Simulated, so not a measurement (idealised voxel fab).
process module | voxel wiring stack
cross-section cut | 250 nm wide | cells 5 nm
A cross-section is a grid of square cells, given in bands from the top down. A band is one or more rows of cells.
Each band's line starts with the height of the band's top and of its bottom, in nm. Then come its materials from left to right, each with its width in nm. One material with "throughout" fills the band from edge to edge. "air" is empty space.
Height 0 is the level under which the wafer as received is all one material. The lowest band goes on downwards, as in "0 down".
A width such as "30 to 40" changes by the same amount from each row of cells to the next, from the band's top row to its bottom row.
"no change" after a step means that no cell of the cross-section changed.
closed voids: empty space of 8 cells or more with no open way to the top, each as width x height at its distance from the left edge, in nm
after a step's settings: what the simulator itself notes on the step
overlay nm, on a step with a mask: how far to the right of its planned place the mask lay; to the left if negative
Each pair below shows a cross-section before one step and the cross-section after it, down to the lowest band that changed. The line under each pair gives the step between them, with its settings. The pairs can come from different runs of this module on the same starting wafer, so a pair continues from the pair above only where its "before" says so.
before
  0 down: Si throughout
  closed voids: none
after
  10 to 0: SiO2 throughout
  below 0: unchanged
  closed voids: none
the step between: op CONFORMAL_DEP | material SiO2 | thk nm 10
before: the cross-section after the pair above
after
  15 to 10: TiN throughout
  below 10: unchanged
  closed voids: none
the step between: op DIRECTIONAL_DEP | material TiN | thk nm 5
before: the cross-section after the pair above
after
  40 to 15: W throughout
  below 15: unchanged
  closed voids: none
the step between: op DIRECTIONAL_DEP | material W | thk nm 25
before: the cross-section after the pair above
after
  60 to 40: air 80 | resist 30 | air 25 | resist 30 | air 85
  below 40: unchanged
  closed voids: none
the step between: op PATTERN | tone cover | mask id METAL_1 | material resist | width nm 30 | pitch nm 55 | thk nm 20 | overlay nm 0
before: the cross-section after the pair above
after
  60 to 40: air 80 | resist 30 | air 25 | resist 30 | air 85
  40 to 15: air 80 | W 30 | air 25 | W 30 | air 85
  below 15: unchanged
  closed voids: none
the step between: op DIRECTIONAL_ETCH | etch materials W | depth nm 25
before: the cross-section after the pair above
after
  60 to 40: air 80 | resist 30 | air 25 | resist 30 | air 85
  40 to 15: air 80 | W 30 | air 25 | W 30 | air 85
  15 to 10: air 80 | TiN 30 | air 25 | TiN 30 | air 85
  below 10: unchanged
  closed voids: none
the step between: op DIRECTIONAL_ETCH | etch materials TiN | depth nm 5
before: the cross-section after the pair above
after
  40 to 15: air 80 | W 30 | air 25 | W 30 | air 85
  below 15: unchanged
  closed voids: none
the step between: op STRIP | etch materials resist
before: the cross-section after the pair above
after
  45 to 40: air 75 | SiN 40 | air 15 | SiN 40 | air 80
  40 to 15: air 75 | SiN 5 | W 30 | SiN 5 | air 15 | SiN 5 | W 30 | SiN 5 | air 80
  15 to 10: SiN 80 | TiN 30 | SiN 25 | TiN 30 | SiN 85
  below 10: unchanged
  closed voids: none
the step between: op CONFORMAL_DEP | material SiN | thk nm 5
before: the cross-section after the pair above
after
  55 to 45: SiO2 throughout
  45 to 40: SiO2 75 | SiN 40 | SiO2 15 | SiN 40 | SiO2 80
  40 to 15: SiO2 75 | SiN 5 | W 30 | SiN 5 | SiO2 15 | SiN 5 | W 30 | SiN 5 | SiO2 80
  below 15: unchanged
  closed voids: none
the step between: op FILL_DEP | material SiO2 | thk nm 10
before: the cross-section after the pair above
after
  40 to 15: SiO2 75 | SiN 5 | W 30 | SiN 5 | SiO2 15 | SiN 5 | W 30 | SiN 5 | SiO2 80
  below 15: unchanged
  closed voids: none
the step between: op CMP | height nm 40
before: the cross-section after the pair above
after
  45 to 40: SiCN throughout
  below 40: unchanged
  closed voids: none
the step between: op CONFORMAL_DEP | material SiCN | thk nm 5
before: the cross-section after the pair above
after
  75 to 45: SiO2 throughout
  below 45: unchanged
  closed voids: none
the step between: op DIRECTIONAL_DEP | material SiO2 | thk nm 30
before: the cross-section after the pair above
after
  95 to 75: resist 80 | air 15 | resist 40 | air 15 | resist 100
  below 75: unchanged
  closed voids: none
the step between: op PATTERN | tone open | mask id METAL_2_HOLES | material resist | width nm 15 | pitch nm 55 | thk nm 20 | overlay nm 0
before: the cross-section after the pair above
after
  95 to 75: resist 80 | air 15 | resist 40 | air 15 | resist 100
  75 to 45: SiO2 80 | air 15 | SiO2 40 | air 15 | SiO2 100
  below 45: unchanged
  closed voids: none
the step between: op DIRECTIONAL_ETCH | etch materials SiO2 | depth nm 30
before: the cross-section after the pair above
after
  75 to 45: SiO2 80 | air 15 | SiO2 40 | air 15 | SiO2 100
  below 45: unchanged
  closed voids: none
the step between: op STRIP | etch materials resist
before: the cross-section after the pair above
after
  95 to 75: resist 80 | air 30 | resist 25 | air 30 | resist 85
  below 75: unchanged
  closed voids: none
the step between: op PATTERN | tone open | mask id METAL_2 | material resist | width nm 30 | pitch nm 55 | thk nm 20 | overlay nm 0
before: the cross-section after the pair above
after
  95 to 75: resist 80 | air 30 | resist 25 | air 30 | resist 85
  75 to 55: SiO2 80 | air 30 | SiO2 25 | air 30 | SiO2 85
  below 55: unchanged
  closed voids: none
the step between: op DIRECTIONAL_ETCH | etch materials SiO2 | depth nm 20
before: the cross-section after the pair above
after
  95 to 75: resist 80 | air 30 | resist 25 | air 30 | resist 85
  75 to 55: SiO2 80 | air 30 | SiO2 25 | air 30 | SiO2 85
  55 to 45: SiO2 80 | air 15 | SiO2 40 | air 15 | SiO2 100
  45 to 40: SiCN 80 | air 15 | SiCN 40 | air 15 | SiCN 100
  below 40: unchanged
  closed voids: none
the step between: op DIRECTIONAL_ETCH | etch materials SiCN | depth nm 5
before: the cross-section after the pair above
after
  75 to 55: SiO2 80 | air 30 | SiO2 25 | air 30 | SiO2 85
  below 55: unchanged
  closed voids: none
the step between: op STRIP | etch materials resist
before: the cross-section after the pair above
after
  80 to 75: TiN 85 | air 20 | TiN 35 | air 20 | TiN 90
  75 to 60: SiO2 80 | TiN 5 | air 20 | TiN 5 | SiO2 25 | TiN 5 | air 20 | TiN 5 | SiO2 85
  60 to 55: SiO2 80 | TiN 5 | air 5 | TiN 20 | SiO2 25 | TiN 5 | air 5 | TiN 20 | SiO2 85
  55 to 45: SiO2 80 | TiN 5 | air 5 | TiN 5 | SiO2 40 | TiN 5 | air 5 | TiN 5 | SiO2 100
  45 to 40: SiCN 80 | TiN 15 | SiCN 40 | TiN 15 | SiCN 100
  below 40: unchanged
  closed voids: none
the step between: op CONFORMAL_DEP | material TiN | thk nm 5
before: the cross-section after the pair above
after
  85 to 80: Ru throughout
  80 to 75: TiN 85 | Ru 20 | TiN 35 | Ru 20 | TiN 90
  75 to 60: SiO2 80 | TiN 5 | Ru 20 | TiN 5 | SiO2 25 | TiN 5 | Ru 20 | TiN 5 | SiO2 85
  60 to 55: SiO2 80 | TiN 5 | Ru 5 | TiN 20 | SiO2 25 | TiN 5 | Ru 5 | TiN 20 | SiO2 85
  55 to 45: SiO2 80 | TiN 5 | Ru 5 | TiN 5 | SiO2 40 | TiN 5 | Ru 5 | TiN 5 | SiO2 100
  below 45: unchanged
  closed voids: none
the step between: op FILL_DEP | material Ru | thk nm 5
before: the cross-section after the pair above
after
  75 to 60: SiO2 80 | TiN 5 | Ru 20 | TiN 5 | SiO2 25 | TiN 5 | Ru 20 | TiN 5 | SiO2 85
  below 60: unchanged
  closed voids: none
the step between: op CMP | height nm 75
before: the cross-section after the pair above
after
  80 to 75: SiCN throughout
  below 75: unchanged
  closed voids: none
the step between: op CONFORMAL_DEP | material SiCN | thk nm 5
before: the cross-section after the pair above
after
  115 to 80: SiO2 throughout
  below 80: unchanged
  closed voids: none
the step between: op DIRECTIONAL_DEP | material SiO2 | thk nm 35
before: the cross-section after the pair above
after
  115 to 80: SiO2 80 | air 15 | SiO2 40 | air 15 | SiO2 100
  below 80: unchanged
  closed voids: none
the step between: op MASKED_ETCH | tone open | mask id METAL_3_HOLES | width nm 15 | pitch nm 55 | etch materials SiO2 | depth nm 35 | overlay nm 0
before: the cross-section after the pair above
after
  115 to 95: SiO2 80 | air 30 | SiO2 25 | air 30 | SiO2 85
  below 95: unchanged
  closed voids: none
the step between: op MASKED_ETCH | tone open | mask id METAL_3 | width nm 30 | pitch nm 55 | etch materials SiO2 | depth nm 20 | overlay nm 0
before: the cross-section after the pair above
after
  115 to 95: SiO2 80 | air 30 | SiO2 25 | air 30 | SiO2 85
  95 to 80: SiO2 80 | air 15 | SiO2 40 | air 15 | SiO2 100
  80 to 75: SiCN 80 | air 15 | SiCN 40 | air 15 | SiCN 100
  below 75: unchanged
  closed voids: none
the step between: op MASKED_ETCH | tone open | mask id METAL_3 | width nm 30 | pitch nm 55 | etch materials SiCN | depth nm 5 | overlay nm 0
before: the cross-section after the pair above
after
  120 to 115: TiN 85 | air 20 | TiN 35 | air 20 | TiN 90
  115 to 100: SiO2 80 | TiN 5 | air 20 | TiN 5 | SiO2 25 | TiN 5 | air 20 | TiN 5 | SiO2 85
  100 to 95: SiO2 80 | TiN 5 | air 5 | TiN 20 | SiO2 25 | TiN 5 | air 5 | TiN 20 | SiO2 85
  95 to 80: SiO2 80 | TiN 5 | air 5 | TiN 5 | SiO2 40 | TiN 5 | air 5 | TiN 5 | SiO2 100
  80 to 75: SiCN 80 | TiN 15 | SiCN 40 | TiN 15 | SiCN 100
  below 75: unchanged
  closed voids: none
the step between: op CONFORMAL_DEP | material TiN | thk nm 5
before: the cross-section after the pair above
after
  130 to 120: Cu throughout
  120 to 115: TiN 85 | Cu 20 | TiN 35 | Cu 20 | TiN 90
  115 to 100: SiO2 80 | TiN 5 | Cu 20 | TiN 5 | SiO2 25 | TiN 5 | Cu 20 | TiN 5 | SiO2 85
  100 to 95: SiO2 80 | TiN 5 | Cu 5 | TiN 20 | SiO2 25 | TiN 5 | Cu 5 | TiN 20 | SiO2 85
  95 to 80: SiO2 80 | TiN 5 | Cu 5 | TiN 5 | SiO2 40 | TiN 5 | Cu 5 | TiN 5 | SiO2 100
  below 80: unchanged
  closed voids: none
the step between: op FILL_DEP | material Cu | thk nm 10
before: the cross-section after the pair above
after
  115 to 100: SiO2 80 | TiN 5 | Cu 20 | TiN 5 | SiO2 25 | TiN 5 | Cu 20 | TiN 5 | SiO2 85
  below 100: unchanged
  closed voids: none
the step between: op CMP | height nm 115
before: the cross-section after the pair above
after
  120 to 115: SiCN throughout
  below 115: unchanged
  closed voids: none
the step between: op CONFORMAL_DEP | material SiCN | thk nm 5
before
  130 to 120: Cu throughout
  120 to 115: TiN 85 | Cu 20 | TiN 35 | Cu 20 | TiN 90
  115 to 100: SiO2 80 | TiN 5 | Cu 20 | TiN 5 | SiO2 25 | TiN 5 | Cu 20 | TiN 5 | SiO2 85
  100 to 95: SiO2 80 | TiN 5 | Cu 5 | TiN 20 | SiO2 25 | TiN 5 | Cu 5 | TiN 20 | SiO2 85
  95 to 80: SiO2 80 | TiN 5 | Cu 5 | TiN 5 | SiO2 40 | TiN 5 | Cu 5 | TiN 5 | SiO2 100
  80 to 75: SiCN 80 | TiN 15 | SiCN 40 | TiN 15 | SiCN 100
  75 to 60: SiO2 80 | TiN 5 | Ru 20 | TiN 5 | SiO2 25 | TiN 5 | Ru 20 | TiN 5 | SiO2 85
  60 to 55: SiO2 80 | TiN 5 | Ru 5 | TiN 20 | SiO2 25 | TiN 5 | Ru 5 | TiN 20 | SiO2 85
  55 to 45: SiO2 80 | TiN 5 | Ru 5 | TiN 5 | SiO2 40 | TiN 5 | Ru 5 | TiN 5 | SiO2 100
  45 to 40: SiCN 80 | TiN 15 | SiCN 40 | TiN 15 | SiCN 100
  40 to 15: SiO2 75 | SiN 5 | W 30 | SiN 5 | SiO2 15 | SiN 5 | W 30 | SiN 5 | SiO2 80
  15 to 10: SiN 80 | TiN 30 | SiN 25 | TiN 30 | SiN 85
  10 to 0: SiO2 throughout
  0 down: Si throughout
  closed voids: none
after
  135 to 130: SiCN throughout
  below 130: unchanged
  closed voids: none
the step between: op CONFORMAL_DEP | material SiCN | thk nm 5
before
  115 to 80: SiO2 throughout
  80 to 75: SiCN throughout
  75 to 60: SiO2 80 | TiN 5 | Ru 20 | TiN 5 | SiO2 25 | TiN 5 | Ru 20 | TiN 5 | SiO2 85
  60 to 55: SiO2 80 | TiN 5 | Ru 5 | TiN 20 | SiO2 25 | TiN 5 | Ru 5 | TiN 20 | SiO2 85
  55 to 45: SiO2 80 | TiN 5 | Ru 5 | TiN 5 | SiO2 40 | TiN 5 | Ru 5 | TiN 5 | SiO2 100
  45 to 40: SiCN 80 | TiN 15 | SiCN 40 | TiN 15 | SiCN 100
  40 to 15: SiO2 75 | SiN 5 | W 30 | SiN 5 | SiO2 15 | SiN 5 | W 30 | SiN 5 | SiO2 80
  15 to 10: SiN 80 | TiN 30 | SiN 25 | TiN 30 | SiN 85
  10 to 0: SiO2 throughout
  0 down: Si throughout
  closed voids: none
after
  150 to 80: SiO2 throughout
  below 80: unchanged
  closed voids: none
the step between: op DIRECTIONAL_DEP | material SiO2 | thk nm 35
before: the cross-section after the pair above
after
  150 to 115: SiO2 80 | air 15 | SiO2 40 | air 15 | SiO2 100
  below 115: unchanged
  closed voids: none
the step between: op MASKED_ETCH | tone open | mask id METAL_3_HOLES | width nm 15 | pitch nm 55 | etch materials SiO2 | depth nm 35 | overlay nm 0
before: the cross-section after the pair above
after
  150 to 130: SiO2 80 | air 30 | SiO2 25 | air 30 | SiO2 85
  130 to 95: SiO2 80 | air 15 | SiO2 40 | air 15 | SiO2 100
  below 95: unchanged
  closed voids: none
the step between: op MASKED_ETCH | tone open | mask id METAL_3 | width nm 30 | pitch nm 55 | etch materials SiO2 | depth nm 20 | overlay nm 0
before: the cross-section after the pair above
after
  155 to 150: TiN 85 | air 20 | TiN 35 | air 20 | TiN 90
  150 to 135: SiO2 80 | TiN 5 | air 20 | TiN 5 | SiO2 25 | TiN 5 | air 20 | TiN 5 | SiO2 85
  135 to 130: SiO2 80 | TiN 5 | air 5 | TiN 20 | SiO2 25 | TiN 5 | air 5 | TiN 20 | SiO2 85
  130 to 100: SiO2 80 | TiN 5 | air 5 | TiN 5 | SiO2 40 | TiN 5 | air 5 | TiN 5 | SiO2 100
  100 to 95: SiO2 80 | TiN 15 | SiO2 40 | TiN 15 | SiO2 100
  below 95: unchanged
  closed voids: none
the step between: op CONFORMAL_DEP | material TiN | thk nm 5
before: the cross-section after the pair above
after
  165 to 155: Cu throughout
  155 to 150: TiN 85 | Cu 20 | TiN 35 | Cu 20 | TiN 90
  150 to 135: SiO2 80 | TiN 5 | Cu 20 | TiN 5 | SiO2 25 | TiN 5 | Cu 20 | TiN 5 | SiO2 85
  135 to 130: SiO2 80 | TiN 5 | Cu 5 | TiN 20 | SiO2 25 | TiN 5 | Cu 5 | TiN 20 | SiO2 85
  130 to 100: SiO2 80 | TiN 5 | Cu 5 | TiN 5 | SiO2 40 | TiN 5 | Cu 5 | TiN 5 | SiO2 100
  below 100: unchanged
  closed voids: none
the step between: op FILL_DEP | material Cu | thk nm 10
before: the cross-section after the pair above
after
  115 to 100: SiO2 80 | TiN 5 | Cu 5 | TiN 5 | SiO2 40 | TiN 5 | Cu 5 | TiN 5 | SiO2 100
  below 100: unchanged
  closed voids: none
the step between: op CMP | height nm 115
before: the cross-section after the pair above
after
  120 to 115: SiCN throughout
  below 115: unchanged
  closed voids: none
the step between: op CONFORMAL_DEP | material SiCN | thk nm 5
before
  40 to 15: SiO2 75 | SiN 5 | W 30 | SiN 5 | SiO2 15 | SiN 5 | W 30 | SiN 5 | SiO2 80
  15 to 10: SiN 80 | TiN 30 | SiN 25 | TiN 30 | SiN 85
  10 to 0: SiO2 throughout
  0 down: Si throughout
  closed voids: none
after
  70 to 40: SiO2 throughout
  below 40: unchanged
  closed voids: none
the step between: op DIRECTIONAL_DEP | material SiO2 | thk nm 30
before: the cross-section after the pair above
after
  75 to 70: SiCN throughout
  below 70: unchanged
  closed voids: none
the step between: op CONFORMAL_DEP | material SiCN | thk nm 5
before: the cross-section after the pair above
after
  95 to 75: resist 80 | air 15 | resist 40 | air 15 | resist 100
  below 75: unchanged
  closed voids: none
the step between: op PATTERN | tone open | mask id METAL_2_HOLES | material resist | width nm 15 | pitch nm 55 | thk nm 20 | overlay nm 0
before: the cross-section after the pair above
after
  75 to 70: SiCN throughout
  below 70: unchanged
  closed voids: none
the step between: op STRIP | etch materials resist
before: the cross-section after the pair above
after
  95 to 75: resist 80 | air 30 | resist 25 | air 30 | resist 85
  below 75: unchanged
  closed voids: none
the step between: op PATTERN | tone open | mask id METAL_2 | material resist | width nm 30 | pitch nm 55 | thk nm 20 | overlay nm 0
before: the cross-section after the pair above
after
  95 to 75: resist 80 | air 30 | resist 25 | air 30 | resist 85
  75 to 70: SiCN 80 | air 30 | SiCN 25 | air 30 | SiCN 85
  below 70: unchanged
  closed voids: none
the step between: op DIRECTIONAL_ETCH | etch materials SiCN | depth nm 5
before: the cross-section after the pair above
after
  75 to 70: SiCN 80 | air 30 | SiCN 25 | air 30 | SiCN 85
  below 70: unchanged
  closed voids: none
the step between: op STRIP | etch materials resist
before: the cross-section after the pair above
after
  80 to 75: TiN 85 | air 20 | TiN 35 | air 20 | TiN 90
  75 to 70: SiCN 80 | TiN 30 | SiCN 25 | TiN 30 | SiCN 85
  below 70: unchanged
  closed voids: none
the step between: op CONFORMAL_DEP | material TiN | thk nm 5
before: the cross-section after the pair above
after
  85 to 80: Ru throughout
  80 to 75: TiN 85 | Ru 20 | TiN 35 | Ru 20 | TiN 90
  below 75: unchanged
  closed voids: none
the step between: op FILL_DEP | material Ru | thk nm 5
before: the cross-section after the pair above
after
  75 to 70: SiCN 80 | TiN 30 | SiCN 25 | TiN 30 | SiCN 85
  below 70: unchanged
  closed voids: none
the step between: op CMP | height nm 75
before: the cross-section after the pair above
after
  80 to 75: SiCN throughout
  below 75: unchanged
  closed voids: none
the step between: op CONFORMAL_DEP | material SiCN | thk nm 5
before: the cross-section after the pair above
after
  115 to 80: SiO2 throughout
  below 80: unchanged
  closed voids: none
the step between: op DIRECTIONAL_DEP | material SiO2 | thk nm 35
before: the cross-section after the pair above
after
  115 to 80: SiO2 80 | air 15 | SiO2 40 | air 15 | SiO2 100
  below 80: unchanged
  closed voids: none
the step between: op MASKED_ETCH | tone open | mask id METAL_3_HOLES | width nm 15 | pitch nm 55 | etch materials SiO2 | depth nm 35 | overlay nm 0
before: the cross-section after the pair above
after
  115 to 95: SiO2 80 | air 30 | SiO2 25 | air 30 | SiO2 85
  below 95: unchanged
  closed voids: none
the step between: op MASKED_ETCH | tone open | mask id METAL_3 | width nm 30 | pitch nm 55 | etch materials SiO2 | depth nm 20 | overlay nm 0
before: the cross-section after the pair above
after
  115 to 95: SiO2 80 | air 30 | SiO2 25 | air 30 | SiO2 85
  95 to 80: SiO2 80 | air 15 | SiO2 40 | air 15 | SiO2 100
  80 to 75: SiCN 80 | air 15 | SiCN 40 | air 15 | SiCN 100
  below 75: unchanged
  closed voids: none
the step between: op MASKED_ETCH | tone open | mask id METAL_3 | width nm 30 | pitch nm 55 | etch materials SiCN | depth nm 5 | overlay nm 0
before: the cross-section after the pair above
after
  120 to 115: TiN 85 | air 20 | TiN 35 | air 20 | TiN 90
  115 to 100: SiO2 80 | TiN 5 | air 20 | TiN 5 | SiO2 25 | TiN 5 | air 20 | TiN 5 | SiO2 85
  100 to 95: SiO2 80 | TiN 5 | air 5 | TiN 20 | SiO2 25 | TiN 5 | air 5 | TiN 20 | SiO2 85
  95 to 80: SiO2 80 | TiN 5 | air 5 | TiN 5 | SiO2 40 | TiN 5 | air 5 | TiN 5 | SiO2 100
  80 to 70: SiCN 80 | TiN 15 to 30 | SiCN 40 to 25 | TiN 15 to 30 | SiCN 100 to 85
  below 70: unchanged
  closed voids: none
the step between: op CONFORMAL_DEP | material TiN | thk nm 5
before: the cross-section after the pair above
after
  130 to 120: Cu throughout
  120 to 115: TiN 85 | Cu 20 | TiN 35 | Cu 20 | TiN 90
  115 to 100: SiO2 80 | TiN 5 | Cu 20 | TiN 5 | SiO2 25 | TiN 5 | Cu 20 | TiN 5 | SiO2 85
  100 to 95: SiO2 80 | TiN 5 | Cu 5 | TiN 20 | SiO2 25 | TiN 5 | Cu 5 | TiN 20 | SiO2 85
  95 to 80: SiO2 80 | TiN 5 | Cu 5 | TiN 5 | SiO2 40 | TiN 5 | Cu 5 | TiN 5 | SiO2 100
  below 80: unchanged
  closed voids: none
the step between: op FILL_DEP | material Cu | thk nm 10
before: the cross-section after the pair above
after
  115 to 100: SiO2 80 | TiN 5 | Cu 20 | TiN 5 | SiO2 25 | TiN 5 | Cu 20 | TiN 5 | SiO2 85
  below 100: unchanged
  closed voids: none
the step between: op CMP | height nm 115
before: the cross-section after the pair above
after
  120 to 115: SiCN throughout
  below 115: unchanged
  closed voids: none
the step between: op CONFORMAL_DEP | material SiCN | thk nm 5
before
  130 to 120: Cu throughout
  120 to 115: TiN 85 | Cu 20 | TiN 35 | Cu 20 | TiN 90
  115 to 100: SiO2 80 | TiN 5 | Cu 20 | TiN 5 | SiO2 25 | TiN 5 | Cu 20 | TiN 5 | SiO2 85
  100 to 95: SiO2 80 | TiN 5 | Cu 5 | TiN 20 | SiO2 25 | TiN 5 | Cu 5 | TiN 20 | SiO2 85
  95 to 80: SiO2 80 | TiN 5 | Cu 5 | TiN 5 | SiO2 40 | TiN 5 | Cu 5 | TiN 5 | SiO2 100
  80 to 75: SiCN 80 | TiN 15 | SiCN 40 | TiN 15 | SiCN 100
  75 to 60: SiO2 80 | TiN 5 | Ru 20 | TiN 5 | SiO2 25 | TiN 5 | Ru 20 | TiN 5 | SiO2 85
  60 to 55: SiO2 80 | TiN 5 | Ru 5 | TiN 20 | SiO2 25 | TiN 5 | Ru 5 | TiN 20 | SiO2 85
  55 to 45: SiO2 80 | TiN 5 | Ru 5 | TiN 5 | SiO2 40 | TiN 5 | Ru 5 | TiN 5 | SiO2 100
  45 to 40: SiCN 80 | TiN 15 | SiCN 40 | TiN 15 | SiCN 100
  40 to 15: SiO2 75 | SiN 5 | W 30 | SiN 5 | SiO2 15 | SiN 5 | W 30 | SiN 5 | SiO2 80
  15 to 10: SiN 80 | TiN 30 | SiN 25 | TiN 30 | SiN 85
  10 to 0: SiO2 throughout
  0 down: Si throughout
  closed voids: none
after
  110 to 100: SiO2 80 | TiN 5 | Cu 20 | TiN 5 | SiO2 25 | TiN 5 | Cu 20 | TiN 5 | SiO2 85
  below 100: unchanged
  closed voids: none
the step between: op CMP | height nm 110
before: the cross-section after the pair above
after
  115 to 110: SiCN throughout
  below 110: unchanged
  closed voids: none
the step between: op CONFORMAL_DEP | material SiCN | thk nm 5
before
  40 to 15: W throughout
  15 to 10: TiN throughout
  10 to 0: SiO2 throughout
  0 down: Si throughout
  closed voids: none
after
  60 to 40: air 85 | resist 25 | air 30 | resist 25 | air 85
  below 40: unchanged
  closed voids: none
the step between: op PATTERN | tone cover | mask id METAL_1 | material resist | width nm 25 | pitch nm 55 | thk nm 20 | overlay nm 0
before: the cross-section after the pair above
after
  60 to 40: air 85 | resist 25 | air 30 | resist 25 | air 85
  40 to 15: air 85 | W 25 | air 30 | W 25 | air 85
  below 15: unchanged
  closed voids: none
the step between: op DIRECTIONAL_ETCH | etch materials W | depth nm 25
before: the cross-section after the pair above
after
  60 to 40: air 85 | resist 25 | air 30 | resist 25 | air 85
  40 to 15: air 85 | W 25 | air 30 | W 25 | air 85
  15 to 10: air 85 | TiN 25 | air 30 | TiN 25 | air 85
  below 10: unchanged
  closed voids: none
the step between: op DIRECTIONAL_ETCH | etch materials TiN | depth nm 5
before: the cross-section after the pair above
after
  40 to 15: air 85 | W 25 | air 30 | W 25 | air 85
  below 15: unchanged
  closed voids: none
the step between: op STRIP | etch materials resist
before: the cross-section after the pair above
after
  45 to 40: air 80 | SiN 35 | air 20 | SiN 35 | air 80
  40 to 15: air 80 | SiN 5 | W 25 | SiN 5 | air 20 | SiN 5 | W 25 | SiN 5 | air 80
  15 to 10: SiN 85 | TiN 25 | SiN 30 | TiN 25 | SiN 85
  below 10: unchanged
  closed voids: none
the step between: op CONFORMAL_DEP | material SiN | thk nm 5
before: the cross-section after the pair above
after
  55 to 45: SiO2 throughout
  45 to 40: SiO2 80 | SiN 35 | SiO2 20 | SiN 35 | SiO2 80
  40 to 15: SiO2 80 | SiN 5 | W 25 | SiN 5 | SiO2 20 | SiN 5 | W 25 | SiN 5 | SiO2 80
  below 15: unchanged
  closed voids: none
the step between: op FILL_DEP | material SiO2 | thk nm 10
before: the cross-section after the pair above
after
  40 to 15: SiO2 80 | SiN 5 | W 25 | SiN 5 | SiO2 20 | SiN 5 | W 25 | SiN 5 | SiO2 80
  below 15: unchanged
  closed voids: none
the step between: op CMP | height nm 40
before: the cross-section after the pair above
after
  45 to 40: SiCN throughout
  below 40: unchanged
  closed voids: none
the step between: op CONFORMAL_DEP | material SiCN | thk nm 5
before: the cross-section after the pair above
after
  75 to 45: SiO2 throughout
  below 45: unchanged
  closed voids: none
the step between: op DIRECTIONAL_DEP | material SiO2 | thk nm 30
before: the cross-section after the pair above
after
  95 to 75: resist 80 | air 15 | resist 40 | air 15 | resist 100
  below 75: unchanged
  closed voids: none
the step between: op PATTERN | tone open | mask id METAL_2_HOLES | material resist | width nm 15 | pitch nm 55 | thk nm 20 | overlay nm 0
before: the cross-section after the pair above
after
  95 to 75: resist 80 | air 15 | resist 40 | air 15 | resist 100
  75 to 45: SiO2 80 | air 15 | SiO2 40 | air 15 | SiO2 100
  below 45: unchanged
  closed voids: none
the step between: op DIRECTIONAL_ETCH | etch materials SiO2 | depth nm 30
before: the cross-section after the pair above
after
  75 to 45: SiO2 80 | air 15 | SiO2 40 | air 15 | SiO2 100
  below 45: unchanged
  closed voids: none
the step between: op STRIP | etch materials resist
before: the cross-section after the pair above
after
  95 to 75: resist 80 | air 30 | resist 25 | air 30 | resist 85
  below 75: unchanged
  closed voids: none
the step between: op PATTERN | tone open | mask id METAL_2 | material resist | width nm 30 | pitch nm 55 | thk nm 20 | overlay nm 0
before: the cross-section after the pair above
after
  95 to 75: resist 80 | air 30 | resist 25 | air 30 | resist 85
  75 to 55: SiO2 80 | air 30 | SiO2 25 | air 30 | SiO2 85
  below 55: unchanged
  closed voids: none
the step between: op DIRECTIONAL_ETCH | etch materials SiO2 | depth nm 20
before: the cross-section after the pair above
after
  95 to 75: resist 80 | air 30 | resist 25 | air 30 | resist 85
  75 to 55: SiO2 80 | air 30 | SiO2 25 | air 30 | SiO2 85
  55 to 45: SiO2 80 | air 15 | SiO2 40 | air 15 | SiO2 100
  45 to 40: SiCN 80 | air 15 | SiCN 40 | air 15 | SiCN 100
  below 40: unchanged
  closed voids: none
the step between: op DIRECTIONAL_ETCH | etch materials SiCN | depth nm 5
before: the cross-section after the pair above
after
  75 to 55: SiO2 80 | air 30 | SiO2 25 | air 30 | SiO2 85
  below 55: unchanged
  closed voids: none
the step between: op STRIP | etch materials resist
before: the cross-section after the pair above
after
  80 to 75: TiN 85 | air 20 | TiN 35 | air 20 | TiN 90
  75 to 60: SiO2 80 | TiN 5 | air 20 | TiN 5 | SiO2 25 | TiN 5 | air 20 | TiN 5 | SiO2 85
  60 to 55: SiO2 80 | TiN 5 | air 5 | TiN 20 | SiO2 25 | TiN 5 | air 5 | TiN 20 | SiO2 85
  55 to 45: SiO2 80 | TiN 5 | air 5 | TiN 5 | SiO2 40 | TiN 5 | air 5 | TiN 5 | SiO2 100
  45 to 40: SiCN 80 | TiN 15 | SiCN 40 | TiN 15 | SiCN 100
  below 40: unchanged
  closed voids: none
the step between: op CONFORMAL_DEP | material TiN | thk nm 5
before: the cross-section after the pair above
after
  85 to 80: Ru throughout
  80 to 75: TiN 85 | Ru 20 | TiN 35 | Ru 20 | TiN 90
  75 to 60: SiO2 80 | TiN 5 | Ru 20 | TiN 5 | SiO2 25 | TiN 5 | Ru 20 | TiN 5 | SiO2 85
  60 to 55: SiO2 80 | TiN 5 | Ru 5 | TiN 20 | SiO2 25 | TiN 5 | Ru 5 | TiN 20 | SiO2 85
  55 to 45: SiO2 80 | TiN 5 | Ru 5 | TiN 5 | SiO2 40 | TiN 5 | Ru 5 | TiN 5 | SiO2 100
  below 45: unchanged
  closed voids: none
the step between: op FILL_DEP | material Ru | thk nm 5
before: the cross-section after the pair above
after
  75 to 60: SiO2 80 | TiN 5 | Ru 20 | TiN 5 | SiO2 25 | TiN 5 | Ru 20 | TiN 5 | SiO2 85
  below 60: unchanged
  closed voids: none
the step between: op CMP | height nm 75
before: the cross-section after the pair above
after
  80 to 75: SiCN throughout
  below 75: unchanged
  closed voids: none
the step between: op CONFORMAL_DEP | material SiCN | thk nm 5
before: the cross-section after the pair above
after
  115 to 80: SiO2 throughout
  below 80: unchanged
  closed voids: none
the step between: op DIRECTIONAL_DEP | material SiO2 | thk nm 35
before: the cross-section after the pair above
after
  115 to 80: SiO2 80 | air 15 | SiO2 40 | air 15 | SiO2 100
  below 80: unchanged
  closed voids: none
the step between: op MASKED_ETCH | tone open | mask id METAL_3_HOLES | width nm 15 | pitch nm 55 | etch materials SiO2 | depth nm 35 | overlay nm 0
before: the cross-section after the pair above
after
  115 to 95: SiO2 80 | air 30 | SiO2 25 | air 30 | SiO2 85
  below 95: unchanged
  closed voids: none
the step between: op MASKED_ETCH | tone open | mask id METAL_3 | width nm 30 | pitch nm 55 | etch materials SiO2 | depth nm 20 | overlay nm 0
before: the cross-section after the pair above
after
  115 to 95: SiO2 80 | air 30 | SiO2 25 | air 30 | SiO2 85
  95 to 80: SiO2 80 | air 15 | SiO2 40 | air 15 | SiO2 100
  80 to 75: SiCN 80 | air 15 | SiCN 40 | air 15 | SiCN 100
  below 75: unchanged
  closed voids: none
the step between: op MASKED_ETCH | tone open | mask id METAL_3 | width nm 30 | pitch nm 55 | etch materials SiCN | depth nm 5 | overlay nm 0
